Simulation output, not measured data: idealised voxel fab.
A process module follows: voxel released beams.
Shown is cross-section cut, with a width of 245 nm and square cells of size 5 nm.
How to read a cross-section here: the picture is a grid of square cells, written as bands going from the top down, and any band can span one or more rows of cells. A band entry consists of two parts. The first gives the height of the band's top and the height of its bottom, in nm. The rest lists the band's materials from left to right, each with its width in nm. A single material labelled with the word "all across" fills the band from edge to edge, and the word "empty" marks empty space. Basically, 0 is our baseline, since under it the wafer straight out of the box is all one material. The bottom band has no lower end and keeps on going down, so it looks like "0..down". So if you see something like "30 to 40" for the width, read it as the top row of the band sitting at the first number and the bottom row at the second, with every row in between moving by the same amount as the last. "nothing altered" for a step: no cell of the cross-section changed in that step. For the entry "Sealed void listing", the listed items are empty spaces with no open way to the top whose size is 8 cells or more; each item follows the pattern width x height at distance, where distance is from the left edge and all three are in nm. If you see something after the settings on a step's line, that's the simulator's own remark about that step. For masked steps, "overlay nm" on the step line gives how far right of plan the mask actually lay; a minus sign means it lay to the left.

Below is the list of planned process steps
- 1: RECEIVE: material Si
- 2: CONFORMAL_DEP: material Al2O3, thk nm 5
- 3: DIRECTIONAL_DEP: material SiO2, thk nm 15
- 4: DIRECTIONAL_DEP: material aC, thk nm 10
- 5: PATTERN: tone open, mask id ANCHOR, material resist, width nm 25, thk nm 30, overlay nm 0
- 6: DIRECTIONAL_ETCH: etch materials aC, depth nm 10
- 7: STRIP: etch materials resist
- 8: DIRECTIONAL_ETCH: etch materials SiO2, depth nm 15
- 9: STRIP: etch materials aC
- 10: CONFORMAL_DEP: material polySi, thk nm 10
- 11: DIRECTIONAL_DEP: material aC, thk nm 15
- 12: PATTERN: tone cover, mask id BEAM, material resist, width nm 80, thk nm 30, overlay nm 0
- 13: DIRECTIONAL_ETCH: etch materials aC, depth nm 15
- 14: STRIP: etch materials resist
- 15: DIRECTIONAL_ETCH: etch materials polySi, depth nm 10
- 16: STRIP: etch materials aC
- 17: STRIP: etch materials SiO2

Cross-section of the incoming wafer, state after step 1
- 0..down | Si all across
- Sealed void listing: none

One mistake in running the module, otherwise start and plan as above: cross-section at the end
- 35..25 | 80 nm empty, then 80 nm polySi, then 85 nm empty
- 25..20 | polySi all across
- 20..5 | 85 nm SiO2, then 25 nm polySi, then 135 nm SiO2
- 5..0 | Al2O3 all across
- 0..down | Si all across
- Sealed void listing: none
Against the plan, the run slipped here: for step 10, the planned setting was not used; the step was instead run as CONFORMAL_DEP: material polySi, thk nm 15
